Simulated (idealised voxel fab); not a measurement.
Process module under the name voxel double patterning
Square cells of 5 nm make up the cross-section cut, whose width is 190 nm.
Bands, listed from the top down, are how a cross-section gets written in this document; the cross-section itself is a grid of square cells, and a band is one or more rows of them.
This entry defines a band. It first specifies the height of the band's top and the height of its bottom in nm, and then specifies the band's materials from left to right, stating each material with its width in nm. The word "everywhere" identifies a single material that fills the band from edge to edge, while the word "empty" identifies empty space.
A quick word on heights: they are counted from 0, and under that level the wafer as it came to us is one material throughout. The lowest band is different from the rest in having no bottom; it simply continues downward, written as in "top 0, no bottom".
It should be noted that a width expressed as "30..40" varies in equal increments from row to row of cells within the band, taking the value of the first number at the top row and that of the second number at the bottom row.
What does "no modifications" mean for a step? It means no cell of the cross-section changed in that step.
What "Voids, enclosed" gives you is every empty space of 8 cells or more that is cut off from the top. Each appears as width x height at distance, with the distance taken from the left edge and width, height and distance all in nm.
What comes after the settings on a step's line is commentary from the simulator itself on that step.
Steps that use a mask can have "overlay nm" on their line. It says how far the mask sat to the right of where it was meant to be. Negative means to the left.
Below is the list of planned process steps
- 1: op RECEIVE | material Si
- 2: op CONFORMAL_DEP | material SiO2 | thk nm 5
- 3: op DIRECTIONAL_DEP | material W | thk nm 10
- 4: op DIRECTIONAL_DEP | material SiN | thk nm 5
- 5: op DIRECTIONAL_DEP | material aC | thk nm 15
- 6: op PATTERN | tone open | mask id FIRST | material resist | width nm 15 | pitch nm 50 | thk nm 30 | overlay nm 0
- 7: op DIRECTIONAL_ETCH | etch materials aC | depth nm 15
- 8: op STRIP | etch materials resist
- 9: op DIRECTIONAL_ETCH | etch materials SiN | depth nm 5
- 10: op STRIP | etch materials aC
- 11: op PATTERN | tone open | mask id SECOND | material resist | width nm 15 | pitch nm 50 | thk nm 20 | overlay nm 0
- 12: op DIRECTIONAL_ETCH | etch materials SiN | depth nm 5
- 13: op STRIP | etch materials resist
- 14: op DIRECTIONAL_ETCH | etch materials W | depth nm 10
- 15: op STRIP | etch materials SiN
First of two wafers, with the run carried out as planned
Received-state cross-section, reflecting completion of step 1
	top 0, no bottom | Si everywhere
	Voids, enclosed: none
Wafer xsec, post step 2
	top 5, bottom 0 | SiO2 everywhere
	Whatever lies below 0 is exactly as it was before.
Wafer xsec, post step 3
	top 15, bottom 5 | W everywhere
	Whatever lies below 5 is exactly as it was before.
Wafer xsec, post step 4
	top 20, bottom 15 | SiN everywhere
	Whatever lies below 15 is exactly as it was before.
Wafer xsec, post step 5
	top 35, bottom 20 | aC everywhere
	Whatever lies below 20 is exactly as it was before.
Wafer xsec, post step 6
	top 65, bottom 35 | resist: 35, empty: 15, resist: 35, empty: 15, resist: 35, empty: 15, resist: 40
	Whatever lies below 35 is exactly as it was before.
Wafer xsec, post step 7
	top 50, bottom 35 | resist: 35, empty: 15, resist: 35, empty: 15, resist: 35, empty: 15, resist: 40
	top 35, bottom 20 | aC: 35, empty: 15, aC: 35, empty: 15, aC: 35, empty: 15, aC: 40
	Whatever lies below 20 is exactly as it was before.
Wafer xsec, post step 8
	top 35, bottom 20 | aC: 35, empty: 15, aC: 35, empty: 15, aC: 35, empty: 15, aC: 40
	Whatever lies below 20 is exactly as it was before.
Wafer xsec, post step 9
	top 35, bottom 20 | aC: 35, empty: 15, aC: 35, empty: 15, aC: 35, empty: 15, aC: 40
	top 20, bottom 15 | SiN: 35, empty: 15, SiN: 35, empty: 15, SiN: 35, empty: 15, SiN: 40
	Whatever lies below 15 is exactly as it was before.
Wafer xsec, post step 10
	top 20, bottom 15 | SiN: 35, empty: 15, SiN: 35, empty: 15, SiN: 35, empty: 15, SiN: 40
	Whatever lies below 15 is exactly as it was before.
Wafer xsec, post step 11
	top 40, bottom 20 | resist: 60, empty: 15, resist: 35, empty: 15, resist: 65
	top 20, bottom 15 | SiN: 35, resist: 15, SiN: 35, resist: 15, SiN: 35, resist: 15, SiN: 40
	Whatever lies below 15 is exactly as it was before.
Wafer xsec, post step 12
	top 40, bottom 20 | resist: 60, empty: 15, resist: 35, empty: 15, resist: 65
	top 20, bottom 15 | SiN: 35, resist: 15, SiN: 10, empty: 15, SiN: 10, resist: 15, SiN: 10, empty: 15, SiN: 10, resist: 15, SiN: 40
	Whatever lies below 15 is exactly as it was before.
Wafer xsec, post step 13
	top 20, bottom 15 | SiN: 35, empty: 15, SiN: 10, empty: 15, SiN: 10, empty: 15, SiN: 10, empty: 15, SiN: 10, empty: 15, SiN: 40
	Whatever lies below 15 is exactly as it was before.
Wafer xsec, post step 14
	top 20, bottom 15 | SiN: 35, empty: 15, SiN: 10, empty: 15, SiN: 10, empty: 15, SiN: 10, empty: 15, SiN: 10, empty: 15, SiN: 40
	top 15, bottom 5 | W: 35, empty: 15, W: 10, empty: 15, W: 10, empty: 15, W: 10, empty: 15, W: 10, empty: 15, W: 40
	Whatever lies below 5 is exactly as it was before.
Wafer xsec, post step 15
	top 15, bottom 5 | W: 35, empty: 15, W: 10, empty: 15, W: 10, empty: 15, W: 10, empty: 15, W: 10, empty: 15, W: 40
	Whatever lies below 5 is exactly as it was before.
The second wafer was prepared from the same starting point and under the same plan as the first; its processing contained one mistake, and it remains indistinguishable from the first wafer up to and including step 1
Cross-sectional representation of the second wafer at the time designated in the plan for the completion of step 2
	top 15, bottom 0 | SiO2 everywhere
	Whatever lies below 0 is exactly as it was before.
Cross-sectional representation of the second wafer at the time designated in the plan for the completion of step 3
	top 25, bottom 15 | W everywhere
	Whatever lies below 15 is exactly as it was before.
Cross-sectional representation of the second wafer at the time designated in the plan for the completion of step 4
	top 30, bottom 25 | SiN everywhere
	Whatever lies below 25 is exactly as it was before.
Cross-sectional representation of the second wafer at the time designated in the plan for the completion of step 5
	top 45, bottom 30 | aC everywhere
	Whatever lies below 30 is exactly as it was before.
Cross-sectional representation of the second wafer at the time designated in the plan for the completion of step 6
	top 75, bottom 45 | resist: 35, empty: 15, resist: 35, empty: 15, resist: 35, empty: 15, resist: 40
	Whatever lies below 45 is exactly as it was before.
Cross-sectional representation of the second wafer at the time designated in the plan for the completion of step 7
	top 60, bottom 45 | resist: 35, empty: 15, resist: 35, empty: 15, resist: 35, empty: 15, resist: 40
	top 45, bottom 30 | aC: 35, empty: 15, aC: 35, empty: 15, aC: 35, empty: 15, aC: 40
	Whatever lies below 30 is exactly as it was before.
Cross-sectional representation of the second wafer at the time designated in the plan for the completion of step 8
	top 45, bottom 30 | aC: 35, empty: 15, aC: 35, empty: 15, aC: 35, empty: 15, aC: 40
	Whatever lies below 30 is exactly as it was before.
Cross-sectional representation of the second wafer at the time designated in the plan for the completion of step 9
	top 45, bottom 30 | aC: 35, empty: 15, aC: 35, empty: 15, aC: 35, empty: 15, aC: 40
	top 30, bottom 25 | SiN: 35, empty: 15, SiN: 35, empty: 15, SiN: 35, empty: 15, SiN: 40
	Whatever lies below 25 is exactly as it was before.
Cross-sectional representation of the second wafer at the time designated in the plan for the completion of step 10
	top 30, bottom 25 | SiN: 35, empty: 15, SiN: 35, empty: 15, SiN: 35, empty: 15, SiN: 40
	Whatever lies below 25 is exactly as it was before.
Cross-sectional representation of the second wafer at the time designated in the plan for the completion of step 11
	top 50, bottom 30 | resist: 60, empty: 15, resist: 35, empty: 15, resist: 65
	top 30, bottom 25 | SiN: 35, resist: 15, SiN: 35, resist: 15, SiN: 35, resist: 15, SiN: 40
	Whatever lies below 25 is exactly as it was before.
Cross-sectional representation of the second wafer at the time designated in the plan for the completion of step 12
	top 50, bottom 30 | resist: 60, empty: 15, resist: 35, empty: 15, resist: 65
	top 30, bottom 25 | SiN: 35, resist: 15, SiN: 10, empty: 15, SiN: 10, resist: 15, SiN: 10, empty: 15, SiN: 10, resist: 15, SiN: 40
	Whatever lies below 25 is exactly as it was before.
Cross-sectional representation of the second wafer at the time designated in the plan for the completion of step 13
	top 30, bottom 25 | SiN: 35, empty: 15, SiN: 10, empty: 15, SiN: 10, empty: 15, SiN: 10, empty: 15, SiN: 10, empty: 15, SiN: 40
	Whatever lies below 25 is exactly as it was before.
Cross-sectional representation of the second wafer at the time designated in the plan for the completion of step 14
	top 30, bottom 25 | SiN: 35, empty: 15, SiN: 10, empty: 15, SiN: 10, empty: 15, SiN: 10, empty: 15, SiN: 10, empty: 15, SiN: 40
	top 25, bottom 15 | W: 35, empty: 15, W: 10, empty: 15, W: 10, empty: 15, W: 10, empty: 15, W: 10, empty: 15, W: 40
	Whatever lies below 15 is exactly as it was before.
Cross-sectional representation of the second wafer at the time designated in the plan for the completion of step 15
	top 25, bottom 15 | W: 35, empty: 15, W: 10, empty: 15, W: 10, empty: 15, W: 10, empty: 15, W: 10, empty: 15, W: 40
	Whatever lies below 15 is exactly as it was before.
Against the plan, the run slipped here: step 2 did not happen as planned, as run it was op CONFORMAL_DEP | material SiO2 | thk nm 15
Upon completion, the second wafer contains, in terms of cells, a greater or smaller amount of certain materials than the first wafer: SiO2: 76 more
